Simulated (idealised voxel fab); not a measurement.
process module | voxel self aligned vias
cross-section cut | 270 nm wide | cells 5 nm
A cross-section is a grid of square cells, given in bands from the top down. A band is one or more rows of cells.
Each band's line starts with the height of the band's top and of its bottom, in nm. Then come its materials from left to right, each with its width in nm. One material with "throughout" fills the band from edge to edge. "air" is empty space.
Height 0 is the level under which the wafer as received is all one material. The lowest band goes on downwards, as in "0 down".
A width such as "30 to 40" changes by the same amount from each row of cells to the next, from the band's top row to its bottom row.
"no change" after a step means that no cell of the cross-section changed.
closed voids: empty space of 8 cells or more with no open way to the top, each as width x height at its distance from the left edge, in nm
after a step's settings: what the simulator itself notes on the step
overlay nm, on a step with a mask: how far to the right of its planned place the mask lay; to the left if negative
Each pair below shows a cross-section before one step and the cross-section after it, down to the lowest band that changed. The line under each pair gives the step between them, with its settings. The pairs can come from different runs of this module on the same starting wafer, so a pair continues from the pair above only where its "before" says so.
before
  0 down: Si throughout
  closed voids: none
after
  10 to 0: SiO2 throughout
  below 0: unchanged
  closed voids: none
the step between: op CONFORMAL_DEP | material SiO2 | thk nm 10
before: the cross-section after the pair above
after
  15 to 10: SiCN throughout
  below 10: unchanged
  closed voids: none
the step between: op CONFORMAL_DEP | material SiCN | thk nm 5
before: the cross-section after the pair above
after
  45 to 15: SiO2 throughout
  below 15: unchanged
  closed voids: none
the step between: op DIRECTIONAL_DEP | material SiO2 | thk nm 30
before: the cross-section after the pair above
after
  60 to 45: resist 70 | air 20 | resist 35 | air 20 | resist 35 | air 20 | resist 70
  below 45: unchanged
  closed voids: none
the step between: op PATTERN | tone open | mask id LINES | material resist | width nm 20 | pitch nm 55 | thk nm 15 | overlay nm 0
before: the cross-section after the pair above
after
  60 to 45: resist 70 | air 20 | resist 35 | air 20 | resist 35 | air 20 | resist 70
  45 to 15: SiO2 70 | air 20 | SiO2 35 | air 20 | SiO2 35 | air 20 | SiO2 70
  below 15: unchanged
  closed voids: none
the step between: op DIRECTIONAL_ETCH | etch materials SiO2 | depth nm 30
before: the cross-section after the pair above
after
  45 to 15: SiO2 70 | air 20 | SiO2 35 | air 20 | SiO2 35 | air 20 | SiO2 70
  below 15: unchanged
  closed voids: none
the step between: op STRIP | etch materials resist
before: the cross-section after the pair above
after
  50 to 45: TiN 75 | air 10 | TiN 45 | air 10 | TiN 45 | air 10 | TiN 75
  45 to 20: SiO2 70 | TiN 5 | air 10 | TiN 5 | SiO2 35 | TiN 5 | air 10 | TiN 5 | SiO2 35 | TiN 5 | air 10 | TiN 5 | SiO2 70
  20 to 15: SiO2 70 | TiN 20 | SiO2 35 | TiN 20 | SiO2 35 | TiN 20 | SiO2 70
  below 15: unchanged
  closed voids: none
the step between: op CONFORMAL_DEP | material TiN | thk nm 5
before: the cross-section after the pair above
after
  60 to 50: W throughout
  50 to 45: TiN 75 | W 10 | TiN 45 | W 10 | TiN 45 | W 10 | TiN 75
  45 to 20: SiO2 70 | TiN 5 | W 10 | TiN 5 | SiO2 35 | TiN 5 | W 10 | TiN 5 | SiO2 35 | TiN 5 | W 10 | TiN 5 | SiO2 70
  below 20: unchanged
  closed voids: none
the step between: op FILL_DEP | material W | thk nm 10
before: the cross-section after the pair above
after
  45 to 20: SiO2 70 | TiN 5 | W 10 | TiN 5 | SiO2 35 | TiN 5 | W 10 | TiN 5 | SiO2 35 | TiN 5 | W 10 | TiN 5 | SiO2 70
  below 20: unchanged
  closed voids: none
the step between: op CMP | height nm 45
before: the cross-section after the pair above
after
  45 to 40: SiO2 70 | air 20 | SiO2 35 | air 20 | SiO2 35 | air 20 | SiO2 70
  below 40: unchanged
  closed voids: none
the step between: op SELECTIVE_ETCH | etch materials W Ru TiN | depth nm 5
before: the cross-section after the pair above
after
  50 to 45: SiN throughout
  45 to 40: SiO2 70 | SiN 20 | SiO2 35 | SiN 20 | SiO2 35 | SiN 20 | SiO2 70
  below 40: unchanged
  closed voids: none
the step between: op FILL_DEP | material SiN | thk nm 5
before: the cross-section after the pair above
after
  45 to 40: SiO2 70 | SiN 20 | SiO2 35 | SiN 20 | SiO2 35 | SiN 20 | SiO2 70
  below 40: unchanged
  closed voids: none
the step between: op CMP | height nm 45
before: the cross-section after the pair above
after
  60 to 45: SiO2 throughout
  below 45: unchanged
  closed voids: none
the step between: op DIRECTIONAL_DEP | material SiO2 | thk nm 15
before: the cross-section after the pair above
after
  70 to 60: aC throughout
  below 60: unchanged
  closed voids: none
the step between: op DIRECTIONAL_DEP | material aC | thk nm 10
before: the cross-section after the pair above
after
  95 to 70: resist 60 | air 40 | resist 70 | air 40 | resist 60
  below 70: unchanged
  closed voids: none
the step between: op PATTERN | tone open | mask id VIAS | material resist | width nm 40 | pitch nm 110 | thk nm 25 | overlay nm 0
before: the cross-section after the pair above
after
  85 to 70: resist 60 | air 40 | resist 70 | air 40 | resist 60
  70 to 60: aC 60 | air 40 | aC 70 | air 40 | aC 60
  below 60: unchanged
  closed voids: none
the step between: op DIRECTIONAL_ETCH | etch materials aC | depth nm 10
before: the cross-section after the pair above
after
  70 to 60: aC 60 | air 40 | aC 70 | air 40 | aC 60
  below 60: unchanged
  closed voids: none
the step between: op STRIP | etch materials resist
before: the cross-section after the pair above
after
  70 to 60: aC 60 | air 40 | aC 70 | air 40 | aC 60
  60 to 45: SiO2 60 | air 40 | SiO2 70 | air 40 | SiO2 60
  below 45: unchanged
  closed voids: none
the step between: op DIRECTIONAL_ETCH | etch materials SiO2 | depth nm 15
before: the cross-section after the pair above
after
  70 to 60: aC 60 | air 40 | aC 70 | air 40 | aC 60
  60 to 45: SiO2 60 | air 40 | SiO2 70 | air 40 | SiO2 60
  45 to 40: SiO2 70 | air 20 | SiO2 35 | SiN 20 | SiO2 35 | air 20 | SiO2 70
  below 40: unchanged
  closed voids: none
the step between: op DIRECTIONAL_ETCH | etch materials SiN | depth nm 5
before: the cross-section after the pair above
after
  60 to 45: SiO2 60 | air 40 | SiO2 70 | air 40 | SiO2 60
  below 45: unchanged
  closed voids: none
the step between: op STRIP | etch materials aC
before: the cross-section after the pair above
after
  65 to 60: TiN 65 | air 30 | TiN 80 | air 30 | TiN 65
  60 to 50: SiO2 60 | TiN 5 | air 30 | TiN 5 | SiO2 70 | TiN 5 | air 30 | TiN 5 | SiO2 60
  50 to 45: SiO2 60 | TiN 15 | air 10 | TiN 15 | SiO2 70 | TiN 15 | air 10 | TiN 15 | SiO2 60
  45 to 40: SiO2 70 | TiN 20 | SiO2 35 | SiN 20 | SiO2 35 | TiN 20 | SiO2 70
  below 40: unchanged
  closed voids: none
the step between: op CONFORMAL_DEP | material TiN | thk nm 5
before: the cross-section after the pair above
after
  70 to 65: Cu throughout
  65 to 60: TiN 65 | Cu 30 | TiN 80 | Cu 30 | TiN 65
  60 to 50: SiO2 60 | TiN 5 | Cu 30 | TiN 5 | SiO2 70 | TiN 5 | Cu 30 | TiN 5 | SiO2 60
  50 to 45: SiO2 60 | TiN 15 | Cu 10 | TiN 15 | SiO2 70 | TiN 15 | Cu 10 | TiN 15 | SiO2 60
  below 45: unchanged
  closed voids: none
the step between: op FILL_DEP | material Cu | thk nm 5
before: the cross-section after the pair above
after
  60 to 50: SiO2 60 | TiN 5 | Cu 30 | TiN 5 | SiO2 70 | TiN 5 | Cu 30 | TiN 5 | SiO2 60
  below 50: unchanged
  closed voids: none
the step between: op CMP | height nm 60
before: the cross-section after the pair above
after
  65 to 60: SiN throughout
  below 60: unchanged
  closed voids: none
the step between: op CONFORMAL_DEP | material SiN | thk nm 5
before
  10 to 0: SiO2 throughout
  0 down: Si throughout
  closed voids: none
after
  40 to 0: SiO2 throughout
  below 0: unchanged
  closed voids: none
the step between: op DIRECTIONAL_DEP | material SiO2 | thk nm 30
before: the cross-section after the pair above
after
  55 to 40: resist 70 | air 20 | resist 35 | air 20 | resist 35 | air 20 | resist 70
  below 40: unchanged
  closed voids: none
the step between: op PATTERN | tone open | mask id LINES | material resist | width nm 20 | pitch nm 55 | thk nm 15 | overlay nm 0
before: the cross-section after the pair above
after
  55 to 40: resist 70 | air 20 | resist 35 | air 20 | resist 35 | air 20 | resist 70
  40 to 10: SiO2 70 | air 20 | SiO2 35 | air 20 | SiO2 35 | air 20 | SiO2 70
  below 10: unchanged
  closed voids: none
the step between: op DIRECTIONAL_ETCH | etch materials SiO2 | depth nm 30
before: the cross-section after the pair above
after
  40 to 10: SiO2 70 | air 20 | SiO2 35 | air 20 | SiO2 35 | air 20 | SiO2 70
  below 10: unchanged
  closed voids: none
the step between: op STRIP | etch materials resist
before: the cross-section after the pair above
after
  45 to 40: TiN 75 | air 10 | TiN 45 | air 10 | TiN 45 | air 10 | TiN 75
  40 to 15: SiO2 70 | TiN 5 | air 10 | TiN 5 | SiO2 35 | TiN 5 | air 10 | TiN 5 | SiO2 35 | TiN 5 | air 10 | TiN 5 | SiO2 70
  15 to 10: SiO2 70 | TiN 20 | SiO2 35 | TiN 20 | SiO2 35 | TiN 20 | SiO2 70
  below 10: unchanged
  closed voids: none
the step between: op CONFORMAL_DEP | material TiN | thk nm 5
before: the cross-section after the pair above
after
  55 to 45: W throughout
  45 to 40: TiN 75 | W 10 | TiN 45 | W 10 | TiN 45 | W 10 | TiN 75
  40 to 15: SiO2 70 | TiN 5 | W 10 | TiN 5 | SiO2 35 | TiN 5 | W 10 | TiN 5 | SiO2 35 | TiN 5 | W 10 | TiN 5 | SiO2 70
  below 15: unchanged
  closed voids: none
the step between: op FILL_DEP | material W | thk nm 10
before: the cross-section after the pair above
after
  45 to 40: TiN 75 | W 10 | TiN 45 | W 10 | TiN 45 | W 10 | TiN 75
  below 40: unchanged
  closed voids: none
the step between: op CMP | height nm 45
before: the cross-section after the pair above
after
  40 to 15: SiO2 70 | TiN 5 | W 10 | TiN 5 | SiO2 35 | TiN 5 | W 10 | TiN 5 | SiO2 35 | TiN 5 | W 10 | TiN 5 | SiO2 70
  below 15: unchanged
  closed voids: none
the step between: op SELECTIVE_ETCH | etch materials W Ru TiN | depth nm 5
before: the cross-section after the pair above
after
  45 to 40: SiN throughout
  below 40: unchanged
  closed voids: none
the step between: op FILL_DEP | material SiN | thk nm 5
before: the cross-section after the pair above
after
  60 to 45: SiO2 throughout
  below 45: unchanged
  closed voids: none
the step between: op DIRECTIONAL_DEP | material SiO2 | thk nm 15
before: the cross-section after the pair above
after
  70 to 60: aC throughout
  below 60: unchanged
  closed voids: none
the step between: op DIRECTIONAL_DEP | material aC | thk nm 10
before: the cross-section after the pair above
after
  95 to 70: resist 60 | air 40 | resist 70 | air 40 | resist 60
  below 70: unchanged
  closed voids: none
the step between: op PATTERN | tone open | mask id VIAS | material resist | width nm 40 | pitch nm 110 | thk nm 25 | overlay nm 0
before: the cross-section after the pair above
after
  85 to 70: resist 60 | air 40 | resist 70 | air 40 | resist 60
  70 to 60: aC 60 | air 40 | aC 70 | air 40 | aC 60
  below 60: unchanged
  closed voids: none
the step between: op DIRECTIONAL_ETCH | etch materials aC | depth nm 10
before: the cross-section after the pair above
after
  70 to 60: aC 60 | air 40 | aC 70 | air 40 | aC 60
  below 60: unchanged
  closed voids: none
the step between: op STRIP | etch materials resist
before: the cross-section after the pair above
after
  70 to 60: aC 60 | air 40 | aC 70 | air 40 | aC 60
  60 to 45: SiO2 60 | air 40 | SiO2 70 | air 40 | SiO2 60
  below 45: unchanged
  closed voids: none
the step between: op DIRECTIONAL_ETCH | etch materials SiO2 | depth nm 15
before: the cross-section after the pair above
after
  70 to 60: aC 60 | air 40 | aC 70 | air 40 | aC 60
  60 to 45: SiO2 60 | air 40 | SiO2 70 | air 40 | SiO2 60
  45 to 40: SiN 60 | air 40 | SiN 70 | air 40 | SiN 60
  below 40: unchanged
  closed voids: none
the step between: op DIRECTIONAL_ETCH | etch materials SiN | depth nm 5
before: the cross-section after the pair above
after
  60 to 45: SiO2 60 | air 40 | SiO2 70 | air 40 | SiO2 60
  below 45: unchanged
  closed voids: none
the step between: op STRIP | etch materials aC
before: the cross-section after the pair above
after
  65 to 60: TiN 65 | air 30 | TiN 80 | air 30 | TiN 65
  60 to 45: SiO2 60 | TiN 5 | air 30 | TiN 5 | SiO2 70 | TiN 5 | air 30 | TiN 5 | SiO2 60
  45 to 40: SiN 60 | TiN 40 | SiN 70 | TiN 40 | SiN 60
  below 40: unchanged
  closed voids: none
the step between: op CONFORMAL_DEP | material TiN | thk nm 5
before: the cross-section after the pair above
after
  70 to 65: Cu throughout
  65 to 60: TiN 65 | Cu 30 | TiN 80 | Cu 30 | TiN 65
  60 to 45: SiO2 60 | TiN 5 | Cu 30 | TiN 5 | SiO2 70 | TiN 5 | Cu 30 | TiN 5 | SiO2 60
  below 45: unchanged
  closed voids: none
the step between: op FILL_DEP | material Cu | thk nm 5
before: the cross-section after the pair above
after
  60 to 45: SiO2 60 | TiN 5 | Cu 30 | TiN 5 | SiO2 70 | TiN 5 | Cu 30 | TiN 5 | SiO2 60
  below 45: unchanged
  closed voids: none
the step between: op CMP | height nm 60
before: the cross-section after the pair above
after
  65 to 60: SiN throughout
  below 60: unchanged
  closed voids: none
the step between: op CONFORMAL_DEP | material SiN | thk nm 5
before
  70 to 60: aC 60 | air 40 | aC 70 | air 40 | aC 60
  60 to 45: SiO2 60 | air 40 | SiO2 70 | air 40 | SiO2 60
  45 to 40: SiO2 70 | SiN 20 | SiO2 35 | SiN 20 | SiO2 35 | SiN 20 | SiO2 70
  40 to 20: SiO2 70 | TiN 5 | W 10 | TiN 5 | SiO2 35 | TiN 5 | W 10 | TiN 5 | SiO2 35 | TiN 5 | W 10 | TiN 5 | SiO2 70
  20 to 15: SiO2 70 | TiN 20 | SiO2 35 | TiN 20 | SiO2 35 | TiN 20 | SiO2 70
  15 to 10: SiCN throughout
  10 to 0: SiO2 throughout
  0 down: Si throughout
  closed voids: none
after
  70 to 60: aC 60 | air 40 | aC 70 | air 40 | aC 60
  60 to 45: SiO2 60 | air 40 | SiO2 70 | air 40 | SiO2 60
  45 to 40: SiO2 60 | air 10 | SiN 20 | air 10 | SiO2 25 | SiN 20 | SiO2 25 | air 10 | SiN 20 | air 10 | SiO2 60
  40 to 30: SiO2 60 | air 10 | TiN 5 | W 10 | TiN 5 | air 10 | SiO2 25 | TiN 5 | W 10 | TiN 5 | SiO2 25 | air 10 | TiN 5 | W 10 | TiN 5 | air 10 | SiO2 60
  below 30: unchanged
  closed voids: none
the step between: op DIRECTIONAL_ETCH | etch materials SiO2 | depth nm 15
before: the cross-section after the pair above
after
  70 to 60: aC 60 | air 40 | aC 70 | air 40 | aC 60
  60 to 45: SiO2 60 | air 40 | SiO2 70 | air 40 | SiO2 60
  45 to 40: SiO2 60 | air 40 | SiO2 25 | SiN 20 | SiO2 25 | air 40 | SiO2 60
  below 40: unchanged
  closed voids: none
the step between: op DIRECTIONAL_ETCH | etch materials SiN | depth nm 5
before: the cross-section after the pair above
after
  60 to 45: SiO2 60 | air 40 | SiO2 70 | air 40 | SiO2 60
  below 45: unchanged
  closed voids: none
the step between: op STRIP | etch materials aC
before: the cross-section after the pair above
after
  65 to 60: TiN 65 | air 30 | TiN 80 | air 30 | TiN 65
  60 to 45: SiO2 60 | TiN 5 | air 30 | TiN 5 | SiO2 70 | TiN 5 | air 30 | TiN 5 | SiO2 60
  45 to 40: SiO2 60 | TiN 40 | SiO2 25 | SiN 20 | SiO2 25 | TiN 40 | SiO2 60
  40 to 30: SiO2 60 | TiN 15 | W 10 | TiN 15 | SiO2 25 | TiN 5 | W 10 | TiN 5 | SiO2 25 | TiN 15 | W 10 | TiN 15 | SiO2 60
  below 30: unchanged
  closed voids: none
the step between: op CONFORMAL_DEP | material TiN | thk nm 5
before: the cross-section after the pair above
after
  70 to 65: Cu throughout
  65 to 60: TiN 65 | Cu 30 | TiN 80 | Cu 30 | TiN 65
  60 to 45: SiO2 60 | TiN 5 | Cu 30 | TiN 5 | SiO2 70 | TiN 5 | Cu 30 | TiN 5 | SiO2 60
  below 45: unchanged
  closed voids: none
the step between: op FILL_DEP | material Cu | thk nm 5
before: the cross-section after the pair above
after
  60 to 45: SiO2 60 | TiN 5 | Cu 30 | TiN 5 | SiO2 70 | TiN 5 | Cu 30 | TiN 5 | SiO2 60
  below 45: unchanged
  closed voids: none
the step between: op CMP | height nm 60
before: the cross-section after the pair above
after
  65 to 60: SiN throughout
  below 60: unchanged
  closed voids: none
the step between: op CONFORMAL_DEP | material SiN | thk nm 5
before
  0 down: Si throughout
  closed voids: none
after
  5 to 0: SiCN throughout
  below 0: unchanged
  closed voids: none
the step between: op CONFORMAL_DEP | material SiCN | thk nm 5
before: the cross-section after the pair above
after
  15 to 5: SiO2 throughout
  below 5: unchanged
  closed voids: none
the step between: op CONFORMAL_DEP | material SiO2 | thk nm 10
before: the cross-section after the pair above
after
  45 to 5: SiO2 throughout
  below 5: unchanged
  closed voids: none
the step between: op DIRECTIONAL_DEP | material SiO2 | thk nm 30
before: the cross-section after the pair above
after
  60 to 45: resist 70 | air 20 | resist 35 | air 20 | resist 35 | air 20 | resist 70
  below 45: unchanged
  closed voids: none
the step between: op PATTERN | tone open | mask id LINES | material resist | width nm 20 | pitch nm 55 | thk nm 15 | overlay nm 0
before: the cross-section after the pair above
after
  60 to 45: resist 70 | air 20 | resist 35 | air 20 | resist 35 | air 20 | resist 70
  45 to 15: SiO2 70 | air 20 | SiO2 35 | air 20 | SiO2 35 | air 20 | SiO2 70
  below 15: unchanged
  closed voids: none
the step between: op DIRECTIONAL_ETCH | etch materials SiO2 | depth nm 30
before: the cross-section after the pair above
after
  45 to 15: SiO2 70 | air 20 | SiO2 35 | air 20 | SiO2 35 | air 20 | SiO2 70
  below 15: unchanged
  closed voids: none
the step between: op STRIP | etch materials resist
before: the cross-section after the pair above
after
  50 to 45: TiN 75 | air 10 | TiN 45 | air 10 | TiN 45 | air 10 | TiN 75
  45 to 20: SiO2 70 | TiN 5 | air 10 | TiN 5 | SiO2 35 | TiN 5 | air 10 | TiN 5 | SiO2 35 | TiN 5 | air 10 | TiN 5 | SiO2 70
  20 to 15: SiO2 70 | TiN 20 | SiO2 35 | TiN 20 | SiO2 35 | TiN 20 | SiO2 70
  below 15: unchanged
  closed voids: none
the step between: op CONFORMAL_DEP | material TiN | thk nm 5
before: the cross-section after the pair above
after
  60 to 50: W throughout
  50 to 45: TiN 75 | W 10 | TiN 45 | W 10 | TiN 45 | W 10 | TiN 75
  45 to 20: SiO2 70 | TiN 5 | W 10 | TiN 5 | SiO2 35 | TiN 5 | W 10 | TiN 5 | SiO2 35 | TiN 5 | W 10 | TiN 5 | SiO2 70
  below 20: unchanged
  closed voids: none
the step between: op FILL_DEP | material W | thk nm 10
before: the cross-section after the pair above
after
  45 to 20: SiO2 70 | TiN 5 | W 10 | TiN 5 | SiO2 35 | TiN 5 | W 10 | TiN 5 | SiO2 35 | TiN 5 | W 10 | TiN 5 | SiO2 70
  below 20: unchanged
  closed voids: none
the step between: op CMP | height nm 45
before: the cross-section after the pair above
after
  45 to 40: SiO2 70 | air 20 | SiO2 35 | air 20 | SiO2 35 | air 20 | SiO2 70
  below 40: unchanged
  closed voids: none
the step between: op SELECTIVE_ETCH | etch materials W Ru TiN | depth nm 5
before: the cross-section after the pair above
after
  50 to 45: SiN throughout
  45 to 40: SiO2 70 | SiN 20 | SiO2 35 | SiN 20 | SiO2 35 | SiN 20 | SiO2 70
  below 40: unchanged
  closed voids: none
the step between: op FILL_DEP | material SiN | thk nm 5
before: the cross-section after the pair above
after
  45 to 40: SiO2 70 | SiN 20 | SiO2 35 | SiN 20 | SiO2 35 | SiN 20 | SiO2 70
  below 40: unchanged
  closed voids: none
the step between: op CMP | height nm 45
before: the cross-section after the pair above
after
  60 to 45: SiO2 throughout
  below 45: unchanged
  closed voids: none
the step between: op DIRECTIONAL_DEP | material SiO2 | thk nm 15
before: the cross-section after the pair above
after
  70 to 60: aC throughout
  below 60: unchanged
  closed voids: none
the step between: op DIRECTIONAL_DEP | material aC | thk nm 10
before: the cross-section after the pair above
after
  95 to 70: resist 60 | air 40 | resist 70 | air 40 | resist 60
  below 70: unchanged
  closed voids: none
the step between: op PATTERN | tone open | mask id VIAS | material resist | width nm 40 | pitch nm 110 | thk nm 25 | overlay nm 0
before: the cross-section after the pair above
after
  85 to 70: resist 60 | air 40 | resist 70 | air 40 | resist 60
  70 to 60: aC 60 | air 40 | aC 70 | air 40 | aC 60
  below 60: unchanged
  closed voids: none
the step between: op DIRECTIONAL_ETCH | etch materials aC | depth nm 10
before: the cross-section after the pair above
after
  70 to 60: aC 60 | air 40 | aC 70 | air 40 | aC 60
  below 60: unchanged
  closed voids: none
the step between: op STRIP | etch materials resist
before: the cross-section after the pair above
after
  70 to 60: aC 60 | air 40 | aC 70 | air 40 | aC 60
  60 to 45: SiO2 60 | air 40 | SiO2 70 | air 40 | SiO2 60
  below 45: unchanged
  closed voids: none
the step between: op DIRECTIONAL_ETCH | etch materials SiO2 | depth nm 15
before: the cross-section after the pair above
after
  70 to 60: aC 60 | air 40 | aC 70 | air 40 | aC 60
  60 to 45: SiO2 60 | air 40 | SiO2 70 | air 40 | SiO2 60
  45 to 40: SiO2 70 | air 20 | SiO2 35 | SiN 20 | SiO2 35 | air 20 | SiO2 70
  below 40: unchanged
  closed voids: none
the step between: op DIRECTIONAL_ETCH | etch materials SiN | depth nm 5
before: the cross-section after the pair above
after
  60 to 45: SiO2 60 | air 40 | SiO2 70 | air 40 | SiO2 60
  below 45: unchanged
  closed voids: none
the step between: op STRIP | etch materials aC
before: the cross-section after the pair above
after
  65 to 60: TiN 65 | air 30 | TiN 80 | air 30 | TiN 65
  60 to 50: SiO2 60 | TiN 5 | air 30 | TiN 5 | SiO2 70 | TiN 5 | air 30 | TiN 5 | SiO2 60
  50 to 45: SiO2 60 | TiN 15 | air 10 | TiN 15 | SiO2 70 | TiN 15 | air 10 | TiN 15 | SiO2 60
  45 to 40: SiO2 70 | TiN 20 | SiO2 35 | SiN 20 | SiO2 35 | TiN 20 | SiO2 70
  below 40: unchanged
  closed voids: none
the step between: op CONFORMAL_DEP | material TiN | thk nm 5
before: the cross-section after the pair above
after
  70 to 65: Cu throughout
  65 to 60: TiN 65 | Cu 30 | TiN 80 | Cu 30 | TiN 65
  60 to 50: SiO2 60 | TiN 5 | Cu 30 | TiN 5 | SiO2 70 | TiN 5 | Cu 30 | TiN 5 | SiO2 60
  50 to 45: SiO2 60 | TiN 15 | Cu 10 | TiN 15 | SiO2 70 | TiN 15 | Cu 10 | TiN 15 | SiO2 60
  below 45: unchanged
  closed voids: none
the step between: op FILL_DEP | material Cu | thk nm 5
before: the cross-section after the pair above
after
  60 to 50: SiO2 60 | TiN 5 | Cu 30 | TiN 5 | SiO2 70 | TiN 5 | Cu 30 | TiN 5 | SiO2 60
  below 50: unchanged
  closed voids: none
the step between: op CMP | height nm 60
before: the cross-section after the pair above
after
  65 to 60: SiN throughout
  below 60: unchanged
  closed voids: none
the step between: op CONFORMAL_DEP | material SiN | thk nm 5
before
  15 to 10: SiCN throughout
  10 to 0: SiO2 throughout
  0 down: Si throughout
  closed voids: none
after
  35 to 15: SiO2 throughout
  below 15: unchanged
  closed voids: none
the step between: op DIRECTIONAL_DEP | material SiO2 | thk nm 20
before: the cross-section after the pair above
after
  50 to 35: resist 70 | air 20 | resist 35 | air 20 | resist 35 | air 20 | resist 70
  below 35: unchanged
  closed voids: none
the step between: op PATTERN | tone open | mask id LINES | material resist | width nm 20 | pitch nm 55 | thk nm 15 | overlay nm 0
before: the cross-section after the pair above
after
  50 to 35: resist 70 | air 20 | resist 35 | air 20 | resist 35 | air 20 | resist 70
  35 to 15: SiO2 70 | air 20 | SiO2 35 | air 20 | SiO2 35 | air 20 | SiO2 70
  below 15: unchanged
  closed voids: none
the step between: op DIRECTIONAL_ETCH | etch materials SiO2 | depth nm 30
before: the cross-section after the pair above
after
  35 to 15: SiO2 70 | air 20 | SiO2 35 | air 20 | SiO2 35 | air 20 | SiO2 70
  below 15: unchanged
  closed voids: none
the step between: op STRIP | etch materials resist
before: the cross-section after the pair above
after
  40 to 35: TiN 75 | air 10 | TiN 45 | air 10 | TiN 45 | air 10 | TiN 75
  35 to 20: SiO2 70 | TiN 5 | air 10 | TiN 5 | SiO2 35 | TiN 5 | air 10 | TiN 5 | SiO2 35 | TiN 5 | air 10 | TiN 5 | SiO2 70
  20 to 15: SiO2 70 | TiN 20 | SiO2 35 | TiN 20 | SiO2 35 | TiN 20 | SiO2 70
  below 15: unchanged
  closed voids: none
the step between: op CONFORMAL_DEP | material TiN | thk nm 5
before: the cross-section after the pair above
after
  50 to 40: W throughout
  40 to 35: TiN 75 | W 10 | TiN 45 | W 10 | TiN 45 | W 10 | TiN 75
  35 to 20: SiO2 70 | TiN 5 | W 10 | TiN 5 | SiO2 35 | TiN 5 | W 10 | TiN 5 | SiO2 35 | TiN 5 | W 10 | TiN 5 | SiO2 70
  below 20: unchanged
  closed voids: none
the step between: op FILL_DEP | material W | thk nm 10
before: the cross-section after the pair above
after
  45 to 40: W throughout
  below 40: unchanged
  closed voids: none
the step between: op CMP | height nm 45
before: the cross-section after the pair above
after
  40 to 35: TiN 75 | W 10 | TiN 45 | W 10 | TiN 45 | W 10 | TiN 75
  below 35: unchanged
  closed voids: none
the step between: op SELECTIVE_ETCH | etch materials W Ru TiN | depth nm 5
before: the cross-section after the pair above
after
  45 to 40: SiN throughout
  below 40: unchanged
  closed voids: none
the step between: op FILL_DEP | material SiN | thk nm 5
before: the cross-section after the pair above
after
  60 to 45: SiO2 throughout
  below 45: unchanged
  closed voids: none
the step between: op DIRECTIONAL_DEP | material SiO2 | thk nm 15
before: the cross-section after the pair above
after
  70 to 60: aC throughout
  below 60: unchanged
  closed voids: none
the step between: op DIRECTIONAL_DEP | material aC | thk nm 10
before: the cross-section after the pair above
after
  95 to 70: resist 60 | air 40 | resist 70 | air 40 | resist 60
  below 70: unchanged
  closed voids: none
the step between: op PATTERN | tone open | mask id VIAS | material resist | width nm 40 | pitch nm 110 | thk nm 25 | overlay nm 0
before: the cross-section after the pair above
after
  85 to 70: resist 60 | air 40 | resist 70 | air 40 | resist 60
  70 to 60: aC 60 | air 40 | aC 70 | air 40 | aC 60
  below 60: unchanged
  closed voids: none
the step between: op DIRECTIONAL_ETCH | etch materials aC | depth nm 10
before: the cross-section after the pair above
after
  70 to 60: aC 60 | air 40 | aC 70 | air 40 | aC 60
  below 60: unchanged
  closed voids: none
the step between: op STRIP | etch materials resist
before: the cross-section after the pair above
after
  70 to 60: aC 60 | air 40 | aC 70 | air 40 | aC 60
  60 to 45: SiO2 60 | air 40 | SiO2 70 | air 40 | SiO2 60
  below 45: unchanged
  closed voids: none
the step between: op DIRECTIONAL_ETCH | etch materials SiO2 | depth nm 15
before: the cross-section after the pair above
after
  70 to 60: aC 60 | air 40 | aC 70 | air 40 | aC 60
  60 to 45: SiO2 60 | air 40 | SiO2 70 | air 40 | SiO2 60
  45 to 40: SiN 60 | air 40 | SiN 70 | air 40 | SiN 60
  below 40: unchanged
  closed voids: none
the step between: op DIRECTIONAL_ETCH | etch materials SiN | depth nm 5
before: the cross-section after the pair above
after
  60 to 45: SiO2 60 | air 40 | SiO2 70 | air 40 | SiO2 60
  below 45: unchanged
  closed voids: none
the step between: op STRIP | etch materials aC
before: the cross-section after the pair above
after
  65 to 60: TiN 65 | air 30 | TiN 80 | air 30 | TiN 65
  60 to 45: SiO2 60 | TiN 5 | air 30 | TiN 5 | SiO2 70 | TiN 5 | air 30 | TiN 5 | SiO2 60
  45 to 40: SiN 60 | TiN 40 | SiN 70 | TiN 40 | SiN 60
  below 40: unchanged
  closed voids: none
the step between: op CONFORMAL_DEP | material TiN | thk nm 5
before: the cross-section after the pair above
after
  70 to 65: Cu throughout
  65 to 60: TiN 65 | Cu 30 | TiN 80 | Cu 30 | TiN 65
  60 to 45: SiO2 60 | TiN 5 | Cu 30 | TiN 5 | SiO2 70 | TiN 5 | Cu 30 | TiN 5 | SiO2 60
  below 45: unchanged
  closed voids: none
the step between: op FILL_DEP | material Cu | thk nm 5
before: the cross-section after the pair above
after
  60 to 45: SiO2 60 | TiN 5 | Cu 30 | TiN 5 | SiO2 70 | TiN 5 | Cu 30 | TiN 5 | SiO2 60
  below 45: unchanged
  closed voids: none
the step between: op CMP | height nm 60
before: the cross-section after the pair above
after
  65 to 60: SiN throughout
  below 60: unchanged
  closed voids: none
the step between: op CONFORMAL_DEP | material SiN | thk nm 5
before
  45 to 15: SiO2 throughout
  15 to 10: SiCN throughout
  10 to 0: SiO2 throughout
  0 down: Si throughout
  closed voids: none
after
  60 to 45: resist 65 | air 30 | resist 25 | air 30 | resist 25 | air 30 | resist 65
  below 45: unchanged
  closed voids: none
the step between: op PATTERN | tone open | mask id LINES | material resist | width nm 30 | pitch nm 55 | thk nm 15 | overlay nm 0
before: the cross-section after the pair above
after
  60 to 45: resist 65 | air 30 | resist 25 | air 30 | resist 25 | air 30 | resist 65
  45 to 15: SiO2 65 | air 30 | SiO2 25 | air 30 | SiO2 25 | air 30 | SiO2 65
  below 15: unchanged
  closed voids: none
the step between: op DIRECTIONAL_ETCH | etch materials SiO2 | depth nm 30
before: the cross-section after the pair above
after
  45 to 15: SiO2 65 | air 30 | SiO2 25 | air 30 | SiO2 25 | air 30 | SiO2 65
  below 15: unchanged
  closed voids: none
the step between: op STRIP | etch materials resist
before: the cross-section after the pair above
after
  50 to 45: TiN 70 | air 20 | TiN 35 | air 20 | TiN 35 | air 20 | TiN 70
  45 to 20: SiO2 65 | TiN 5 | air 20 | TiN 5 | SiO2 25 | TiN 5 | air 20 | TiN 5 | SiO2 25 | TiN 5 | air 20 | TiN 5 | SiO2 65
  20 to 15: SiO2 65 | TiN 30 | SiO2 25 | TiN 30 | SiO2 25 | TiN 30 | SiO2 65
  below 15: unchanged
  closed voids: none
the step between: op CONFORMAL_DEP | material TiN | thk nm 5
before: the cross-section after the pair above
after
  60 to 50: W throughout
  50 to 45: TiN 70 | W 20 | TiN 35 | W 20 | TiN 35 | W 20 | TiN 70
  45 to 20: SiO2 65 | TiN 5 | W 20 | TiN 5 | SiO2 25 | TiN 5 | W 20 | TiN 5 | SiO2 25 | TiN 5 | W 20 | TiN 5 | SiO2 65
  below 20: unchanged
  closed voids: none
the step between: op FILL_DEP | material W | thk nm 10
